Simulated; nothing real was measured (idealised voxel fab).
You're looking at the process module voxel self aligned vias.
The figure presents cross-section cut, which has a width of 235 nm and is divided into square cells with an edge length of 5 nm.
Cross-section format: a grid of square cells, given as bands from top to bottom; each band is one or more rows of cells.
Heights first: top, then bottom, in nm. Then materials, left to right, each with a width in nm. "all across" on a single material: fills the band edge to edge. "empty": empty space.
Heights from 0 (as-received wafer is one material below). Bottom band endless downward, as "0 and below".
Read "30->40" as a graded width: first number on top, second number at the bottom, same change between each pair of neighbouring rows.
When a step is marked "nothing got changed", none of the cells in the cross-section changed during that step.
"Closed empty spaces" contains a list of empty spaces, each no smaller than 8 cells and without an open way to the top, written in the form width x height at distance with the distance from the left edge and all three in nm.
The remark found on a step's line after its settings is issued by the simulator itself and pertains to that step.
A step's line can hold "overlay nm"; with a mask on that step, the setting says how far right of the planned place the mask lay, while a negative setting says it lay to the left.

The planned process steps are enumerated hereunder:
1: RECEIVE (material Si)
2: CONFORMAL_DEP (material SiO2; thk nm 10)
3: CONFORMAL_DEP (material SiCN; thk nm 5)
4: DIRECTIONAL_DEP (material SiO2; thk nm 20)
5: PATTERN (tone open; mask id LINES; material resist; width nm 30; pitch nm 70; thk nm 20; overlay nm 0)
6: DIRECTIONAL_ETCH (etch materials SiO2; depth nm 20)
7: STRIP (etch materials resist)
8: CONFORMAL_DEP (material TiN; thk nm 5)
9: FILL_DEP (material Ru; thk nm 5)
10: CMP (height nm 35)
11: SELECTIVE_ETCH (etch materials W Ru TiN; depth nm 10)
12: FILL_DEP (material SiN; thk nm 5)
13: CMP (height nm 35)
14: DIRECTIONAL_DEP (material SiO2; thk nm 15)
15: DIRECTIONAL_DEP (material aC; thk nm 15)
16: PATTERN (tone open; mask id VIAS; material resist; width nm 50; pitch nm 70; thk nm 35; overlay nm 0)
17: DIRECTIONAL_ETCH (etch materials aC; depth nm 15)
18: STRIP (etch materials resist)
19: DIRECTIONAL_ETCH (etch materials SiO2; depth nm 15)
20: DIRECTIONAL_ETCH (etch materials SiN; depth nm 10)
21: STRIP (etch materials aC)
22: CONFORMAL_DEP (material TiN; thk nm 5)
23: FILL_DEP (material W; thk nm 5)
24: CMP (height nm 50)
25: CONFORMAL_DEP (material SiCN; thk nm 5)

The cross-section here shows the wafer as received, i.e. in its state after step 1:
	0 and below | Si all across
	Closed empty spaces: none

Cross-section, first of two wafers, end of module, run as planned:
	55 down to 50 | SiCN all across
	50 down to 40 | SiO2 20 nm, TiN 5 nm, W 40 nm, TiN 5 nm, SiO2 20 nm, TiN 5 nm, W 40 nm, TiN 5 nm, SiO2 20 nm, TiN 5 nm, W 40 nm, TiN 5 nm, SiO2 25 nm
	40 down to 30 | SiO2 20->30 nm, TiN 15->5 nm, W 20 nm, TiN 15->5 nm, SiO2 20->40 nm, TiN 15->5 nm, W 20 nm, TiN 15->5 nm, SiO2 20->40 nm, TiN 15->5 nm, W 20 nm, TiN 15->5 nm, SiO2 25->35 nm
	30 down to 25 | SiO2 30 nm, TiN 30 nm, SiO2 40 nm, TiN 30 nm, SiO2 40 nm, TiN 30 nm, SiO2 35 nm
	25 down to 20 | SiO2 30 nm, TiN 5 nm, Ru 20 nm, TiN 5 nm, SiO2 40 nm, TiN 5 nm, Ru 20 nm, TiN 5 nm, SiO2 40 nm, TiN 5 nm, Ru 20 nm, TiN 5 nm, SiO2 35 nm
	20 down to 15 | SiO2 30 nm, TiN 30 nm, SiO2 40 nm, TiN 30 nm, SiO2 40 nm, TiN 30 nm, SiO2 35 nm
	15 down to 10 | SiCN all across
	10 down to 0 | SiO2 all across
	0 and below | Si all across
	Closed empty spaces: none

Cross-section of the latter of the two wafers at module completion. It had an identical start and an identical plan to the former; in running it, one mistake was made:
	55 down to 50 | SiCN all across
	50 down to 35 | SiO2 20 nm, TiN 5 nm, W 40 nm, TiN 5 nm, SiO2 20 nm, TiN 5 nm, W 40 nm, TiN 5 nm, SiO2 20 nm, TiN 5 nm, W 40 nm, TiN 5 nm, SiO2 25 nm
	35 down to 30 | SiN 20 nm, TiN 15 nm, W 20 nm, TiN 15 nm, SiN 20 nm, TiN 15 nm, W 20 nm, TiN 15 nm, SiN 20 nm, TiN 15 nm, W 20 nm, TiN 15 nm, SiN 25 nm
	30 down to 25 | SiO2 30 nm, TiN 30 nm, SiO2 40 nm, TiN 30 nm, SiO2 40 nm, TiN 30 nm, SiO2 35 nm
	25 down to 15 | SiO2 30 nm, TiN 5 nm, Ru 20 nm, TiN 5 nm, SiO2 40 nm, TiN 5 nm, Ru 20 nm, TiN 5 nm, SiO2 40 nm, TiN 5 nm, Ru 20 nm, TiN 5 nm, SiO2 35 nm
	15 down to 10 | SiO2 30 nm, TiN 30 nm, SiO2 40 nm, TiN 30 nm, SiO2 40 nm, TiN 30 nm, SiO2 35 nm
	10 down to 0 | SiO2 all across
	0 and below | Si all across
	Closed empty spaces: none
Misprocessing identified: step 3 of the plan did not run at all; it was left out
The second wafer ends with more or fewer cells of some materials than the first, per final count: +12 Ru, -47 SiCN, +17 SiN, +6 TiN, +12 W
